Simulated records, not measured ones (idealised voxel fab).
process module | voxel wiring stack
In the cross-section labelled cut, the width is 235 nm and each square cell is 5 nm.
If you're reading a cross-section in this doc, picture square cells in a grid; it comes to you as bands, top ones listed first down to the bottom, and a band can be one or more rows of cells.
Top, bottom (nm), then materials left to right with widths (nm); lone material tagged "everywhere" fills the whole band edge to edge; "air" = empty space.
Counting heights begins at 0, where everything beneath is, in the wafer as received, one material. The lowest band has no bottom; it goes on downwards, as "0 and below" shows.
Per-row width for "30->40": begins at first number (top row of band), ends at second number (bottom row), increment between rows held constant.
"no modifications" for a step: no cell of the cross-section changed in that step.
Empty spaces counting at least 8 cells and having no open way to the top are listed in "Closed cavities". The notation width x height at distance is used for each, the distance being from the left edge and all three values in nm.
Text after the settings on a step's line: the simulator's own remark on that step.
overlay nm: where the mask lay relative to plan, measured to the right, on steps with a mask; negatives go left.

plan
1,RECEIVE,material Si
2,CONFORMAL_DEP,material SiO2,thk nm 15
3,DIRECTIONAL_DEP,material TiN,thk nm 5
4,DIRECTIONAL_DEP,material W,thk nm 20
5,DIRECTIONAL_DEP,material aC,thk nm 15
6,PATTERN,tone cover,mask id METAL_1,material resist,width nm 30,pitch nm 60,thk nm 30,overlay nm 0
7,DIRECTIONAL_ETCH,etch materials aC,depth nm 15
8,STRIP,etch materials resist
9,DIRECTIONAL_ETCH,etch materials W,depth nm 20
10,DIRECTIONAL_ETCH,etch materials TiN,depth nm 5
11,STRIP,etch materials aC
12,CONFORMAL_DEP,material SiCN,thk nm 5
13,FILL_DEP,material lowk,thk nm 10
14,CMP,height nm 40
15,CONFORMAL_DEP,material SiCN,thk nm 5
16,DIRECTIONAL_DEP,material SiO2,thk nm 20
17,MASKED_ETCH,tone open,mask id PLUG_1,width nm 15,pitch nm 120,etch materials SiO2,depth nm 20,overlay nm 0
18,MASKED_ETCH,tone open,mask id PLUG_1,width nm 15,pitch nm 120,etch materials SiCN,depth nm 5,overlay nm 0
19,CONFORMAL_DEP,material TiN,thk nm 5
20,FILL_DEP,material W,thk nm 5
21,CMP,height nm 65
22,CONFORMAL_DEP,material SiCN,thk nm 5
23,DIRECTIONAL_DEP,material SiO2,thk nm 15
24,PATTERN,tone open,mask id METAL_2,material resist,width nm 30,pitch nm 60,thk nm 20,overlay nm 0
25,DIRECTIONAL_ETCH,etch materials SiO2,depth nm 15
26,DIRECTIONAL_ETCH,etch materials SiCN,depth nm 5
27,STRIP,etch materials resist
28,CONFORMAL_DEP,material TiN,thk nm 5
29,FILL_DEP,material W,thk nm 5
30,CMP,height nm 85
31,CONFORMAL_DEP,material SiCN,thk nm 5
32,DIRECTIONAL_DEP,material SiO2,thk nm 10
33,MASKED_ETCH,tone open,mask id PLUG_2,width nm 15,pitch nm 60,etch materials SiO2,depth nm 10,overlay nm 0
34,MASKED_ETCH,tone open,mask id PLUG_2,width nm 15,pitch nm 60,etch materials SiCN,depth nm 5,overlay nm 0
35,CONFORMAL_DEP,material TiN,thk nm 5
36,FILL_DEP,material W,thk nm 5
37,CMP,height nm 100
38,DIRECTIONAL_DEP,material TiN,thk nm 5
39,DIRECTIONAL_DEP,material Ru,thk nm 25
40,MASKED_ETCH,tone cover,mask id METAL_3,width nm 30,pitch nm 60,etch materials Ru,depth nm 25,overlay nm 0
41,MASKED_ETCH,tone cover,mask id METAL_3,width nm 30,pitch nm 60,etch materials TiN,depth nm 5,overlay nm 0
42,CONFORMAL_DEP,material SiN,thk nm 5
43,FILL_DEP,material lowk,thk nm 5
44,CMP,height nm 130
45,CONFORMAL_DEP,material SiCN,thk nm 5

Run as planned: first of two wafers

Cross-section, incoming material, after step 1
> 0 and below | Si everywhere
> Closed cavities: none

The wafer in cross-section once step 2 is complete
> 15 down to 0 | SiO2 everywhere
> Lower than 0, everything is as it was.

The wafer in cross-section once step 3 is complete
> 20 down to 15 | TiN everywhere
> Lower than 15, everything is as it was.

The wafer in cross-section once step 4 is complete
> 40 down to 20 | W everywhere
> Lower than 20, everything is as it was.

The wafer in cross-section once step 5 is complete
> 55 down to 40 | aC everywhere
> Lower than 40, everything is as it was.

The wafer in cross-section once step 6 is complete
> 85 down to 55 | air=40, resist=30, air=30, resist=30, air=30, resist=30, air=45
> Lower than 55, everything is as it was.

The wafer in cross-section once step 7 is complete
> 70 down to 55 | air=40, resist=30, air=30, resist=30, air=30, resist=30, air=45
> 55 down to 40 | air=40, aC=30, air=30, aC=30, air=30, aC=30, air=45
> Lower than 40, everything is as it was.

The wafer in cross-section once step 8 is complete
> 55 down to 40 | air=40, aC=30, air=30, aC=30, air=30, aC=30, air=45
> Lower than 40, everything is as it was.

The wafer in cross-section once step 9 is complete
> 55 down to 40 | air=40, aC=30, air=30, aC=30, air=30, aC=30, air=45
> 40 down to 20 | air=40, W=30, air=30, W=30, air=30, W=30, air=45
> Lower than 20, everything is as it was.

The wafer in cross-section once step 10 is complete
> 55 down to 40 | air=40, aC=30, air=30, aC=30, air=30, aC=30, air=45
> 40 down to 20 | air=40, W=30, air=30, W=30, air=30, W=30, air=45
> 20 down to 15 | air=40, TiN=30, air=30, TiN=30, air=30, TiN=30, air=45
> Lower than 15, everything is as it was.

The wafer in cross-section once step 11 is complete
> 40 down to 20 | air=40, W=30, air=30, W=30, air=30, W=30, air=45
> Lower than 20, everything is as it was.

The wafer in cross-section once step 12 is complete
> 45 down to 40 | air=35, SiCN=40, air=20, SiCN=40, air=20, SiCN=40, air=40
> 40 down to 20 | air=35, SiCN=5, W=30, SiCN=5, air=20, SiCN=5, W=30, SiCN=5, air=20, SiCN=5, W=30, SiCN=5, air=40
> 20 down to 15 | SiCN=40, TiN=30, SiCN=30, TiN=30, SiCN=30, TiN=30, SiCN=45
> Lower than 15, everything is as it was.

The wafer in cross-section once step 13 is complete
> 55 down to 45 | lowk everywhere
> 45 down to 40 | lowk=35, SiCN=40, lowk=20, SiCN=40, lowk=20, SiCN=40, lowk=40
> 40 down to 20 | lowk=35, SiCN=5, W=30, SiCN=5, lowk=20, SiCN=5, W=30, SiCN=5, lowk=20, SiCN=5, W=30, SiCN=5, lowk=40
> Lower than 20, everything is as it was.

The wafer in cross-section once step 14 is complete
> 40 down to 20 | lowk=35, SiCN=5, W=30, SiCN=5, lowk=20, SiCN=5, W=30, SiCN=5, lowk=20, SiCN=5, W=30, SiCN=5, lowk=40
> Lower than 20, everything is as it was.

The wafer in cross-section once step 15 is complete
> 45 down to 40 | SiCN everywhere
> Lower than 40, everything is as it was.

The wafer in cross-section once step 16 is complete
> 65 down to 45 | SiO2 everywhere
> Lower than 45, everything is as it was.

The wafer in cross-section once step 17 is complete
> 65 down to 45 | SiO2=40, air=15, SiO2=105, air=15, SiO2=60
> Lower than 45, everything is as it was.

The wafer in cross-section once step 18 is complete
> 65 down to 45 | SiO2=40, air=15, SiO2=105, air=15, SiO2=60
> 45 down to 40 | SiCN=40, air=15, SiCN=105, air=15, SiCN=60
> Lower than 40, everything is as it was.

The wafer in cross-section once step 19 is complete
> 70 down to 65 | TiN=45, air=5, TiN=115, air=5, TiN=65
> 65 down to 45 | SiO2=40, TiN=5, air=5, TiN=5, SiO2=105, TiN=5, air=5, TiN=5, SiO2=60
> 45 down to 40 | SiCN=40, TiN=15, SiCN=105, TiN=15, SiCN=60
> Lower than 40, everything is as it was.

The wafer in cross-section once step 20 is complete
> 75 down to 70 | W everywhere
> 70 down to 65 | TiN=45, W=5, TiN=115, W=5, TiN=65
> 65 down to 45 | SiO2=40, TiN=5, W=5, TiN=5, SiO2=105, TiN=5, W=5, TiN=5, SiO2=60
> Lower than 45, everything is as it was.

The wafer in cross-section once step 21 is complete
> 65 down to 45 | SiO2=40, TiN=5, W=5, TiN=5, SiO2=105, TiN=5, W=5, TiN=5, SiO2=60
> Lower than 45, everything is as it was.

The wafer in cross-section once step 22 is complete
> 70 down to 65 | SiCN everywhere
> Lower than 65, everything is as it was.

The wafer in cross-section once step 23 is complete
> 85 down to 70 | SiO2 everywhere
> Lower than 70, everything is as it was.

The wafer in cross-section once step 24 is complete
> 105 down to 85 | resist=40, air=30, resist=30, air=30, resist=30, air=30, resist=45
> Lower than 85, everything is as it was.

The wafer in cross-section once step 25 is complete
> 105 down to 85 | resist=40, air=30, resist=30, air=30, resist=30, air=30, resist=45
> 85 down to 70 | SiO2=40, air=30, SiO2=30, air=30, SiO2=30, air=30, SiO2=45
> Lower than 70, everything is as it was.

The wafer in cross-section once step 26 is complete
> 105 down to 85 | resist=40, air=30, resist=30, air=30, resist=30, air=30, resist=45
> 85 down to 70 | SiO2=40, air=30, SiO2=30, air=30, SiO2=30, air=30, SiO2=45
> 70 down to 65 | SiCN=40, air=30, SiCN=30, air=30, SiCN=30, air=30, SiCN=45
> Lower than 65, everything is as it was.

The wafer in cross-section once step 27 is complete
> 85 down to 70 | SiO2=40, air=30, SiO2=30, air=30, SiO2=30, air=30, SiO2=45
> Lower than 70, everything is as it was.

The wafer in cross-section once step 28 is complete
> 90 down to 85 | TiN=45, air=20, TiN=40, air=20, TiN=40, air=20, TiN=50
> 85 down to 70 | SiO2=40, TiN=5, air=20, TiN=5, SiO2=30, TiN=5, air=20, TiN=5, SiO2=30, TiN=5, air=20, TiN=5, SiO2=45
> 70 down to 65 | SiCN=40, TiN=30, SiCN=30, TiN=30, SiCN=30, TiN=30, SiCN=45
> Lower than 65, everything is as it was.

The wafer in cross-section once step 29 is complete
> 95 down to 90 | W everywhere
> 90 down to 85 | TiN=45, W=20, TiN=40, W=20, TiN=40, W=20, TiN=50
> 85 down to 70 | SiO2=40, TiN=5, W=20, TiN=5, SiO2=30, TiN=5, W=20, TiN=5, SiO2=30, TiN=5, W=20, TiN=5, SiO2=45
> Lower than 70, everything is as it was.

The wafer in cross-section once step 30 is complete
> 85 down to 70 | SiO2=40, TiN=5, W=20, TiN=5, SiO2=30, TiN=5, W=20, TiN=5, SiO2=30, TiN=5, W=20, TiN=5, SiO2=45
> Lower than 70, everything is as it was.

The wafer in cross-section once step 31 is complete
> 90 down to 85 | SiCN everywhere
> Lower than 85, everything is as it was.

The wafer in cross-section once step 32 is complete
> 100 down to 90 | SiO2 everywhere
> Lower than 90, everything is as it was.

The wafer in cross-section once step 33 is complete
> 100 down to 90 | SiO2=40, air=15, SiO2=45, air=15, SiO2=45, air=15, SiO2=60
> Lower than 90, everything is as it was.

The wafer in cross-section once step 34 is complete
> 100 down to 90 | SiO2=40, air=15, SiO2=45, air=15, SiO2=45, air=15, SiO2=60
> 90 down to 85 | SiCN=40, air=15, SiCN=45, air=15, SiCN=45, air=15, SiCN=60
> Lower than 85, everything is as it was.

The wafer in cross-section once step 35 is complete
> 105 down to 100 | TiN=45, air=5, TiN=55, air=5, TiN=55, air=5, TiN=65
> 100 down to 90 | SiO2=40, TiN=5, air=5, TiN=5, SiO2=45, TiN=5, air=5, TiN=5, SiO2=45, TiN=5, air=5, TiN=5, SiO2=60
> 90 down to 85 | SiCN=40, TiN=15, SiCN=45, TiN=15, SiCN=45, TiN=15, SiCN=60
> Lower than 85, everything is as it was.

The wafer in cross-section once step 36 is complete
> 110 down to 105 | W everywhere
> 105 down to 100 | TiN=45, W=5, TiN=55, W=5, TiN=55, W=5, TiN=65
> 100 down to 90 | SiO2=40, TiN=5, W=5, TiN=5, SiO2=45, TiN=5, W=5, TiN=5, SiO2=45, TiN=5, W=5, TiN=5, SiO2=60
> Lower than 90, everything is as it was.

The wafer in cross-section once step 37 is complete
> 100 down to 90 | SiO2=40, TiN=5, W=5, TiN=5, SiO2=45, TiN=5, W=5, TiN=5, SiO2=45, TiN=5, W=5, TiN=5, SiO2=60
> Lower than 90, everything is as it was.

The wafer in cross-section once step 38 is complete
> 105 down to 100 | TiN everywhere
> Lower than 100, everything is as it was.

The wafer in cross-section once step 39 is complete
> 130 down to 105 | Ru everywhere
> Lower than 105, everything is as it was.

The wafer in cross-section once step 40 is complete
> 130 down to 105 | air=40, Ru=30, air=30, Ru=30, air=30, Ru=30, air=45
> Lower than 105, everything is as it was.

The wafer in cross-section once step 41 is complete
> 130 down to 105 | air=40, Ru=30, air=30, Ru=30, air=30, Ru=30, air=45
> 105 down to 100 | air=40, TiN=30, air=30, TiN=30, air=30, TiN=30, air=45
> Lower than 100, everything is as it was.

The wafer in cross-section once step 42 is complete
> 135 down to 130 | air=35, SiN=40, air=20, SiN=40, air=20, SiN=40, air=40
> 130 down to 105 | air=35, SiN=5, Ru=30, SiN=5, air=20, SiN=5, Ru=30, SiN=5, air=20, SiN=5, Ru=30, SiN=5, air=40
> 105 down to 100 | SiN=40, TiN=30, SiN=30, TiN=30, SiN=30, TiN=30, SiN=45
> Lower than 100, everything is as it was.

The wafer in cross-section once step 43 is complete
> 140 down to 135 | lowk everywhere
> 135 down to 130 | lowk=35, SiN=40, lowk=20, SiN=40, lowk=20, SiN=40, lowk=40
> 130 down to 105 | lowk=35, SiN=5, Ru=30, SiN=5, lowk=20, SiN=5, Ru=30, SiN=5, lowk=20, SiN=5, Ru=30, SiN=5, lowk=40
> Lower than 105, everything is as it was.

The wafer in cross-section once step 44 is complete
> 130 down to 105 | lowk=35, SiN=5, Ru=30, SiN=5, lowk=20, SiN=5, Ru=30, SiN=5, lowk=20, SiN=5, Ru=30, SiN=5, lowk=40
> Lower than 105, everything is as it was.

The wafer in cross-section once step 45 is complete
> 135 down to 130 | SiCN everywhere
> Lower than 130, everything is as it was.

Wafer two: like wafer one in start and plan, but with one mistake in execution; identical up to and including step 41

Second wafer shown in cross-section at the time step 42 was slated to end
> 145 down to 130 | air=25, SiN=180, air=30
> 130 down to 115 | air=25, SiN=15, Ru=30, SiN=30, Ru=30, SiN=30, Ru=30, SiN=15, air=30
> 115 down to 105 | SiN=40, Ru=30, SiN=30, Ru=30, SiN=30, Ru=30, SiN=45
> 105 down to 100 | SiN=40, TiN=30, SiN=30, TiN=30, SiN=30, TiN=30, SiN=45
> Lower than 100, everything is as it was.

Second wafer shown in cross-section at the time step 43 was slated to end
> 150 down to 145 | lowk everywhere
> 145 down to 130 | lowk=25, SiN=180, lowk=30
> 130 down to 115 | lowk=25, SiN=15, Ru=30, SiN=30, Ru=30, SiN=30, Ru=30, SiN=15, lowk=30
> Lower than 115, everything is as it was.

Second wafer shown in cross-section at the time step 44 was slated to end
> 130 down to 115 | lowk=25, SiN=15, Ru=30, SiN=30, Ru=30, SiN=30, Ru=30, SiN=15, lowk=30
> Lower than 115, everything is as it was.

Second wafer shown in cross-section at the time step 45 was slated to end
> 135 down to 130 | SiCN everywhere
> Lower than 130, everything is as it was.
what went wrong: contrary to plan, step 42 was performed as CONFORMAL_DEP,material SiN,thk nm 15
Counted in cells at the end, the second wafer holds more or fewer of these materials than the first: SiN +82 | lowk -82
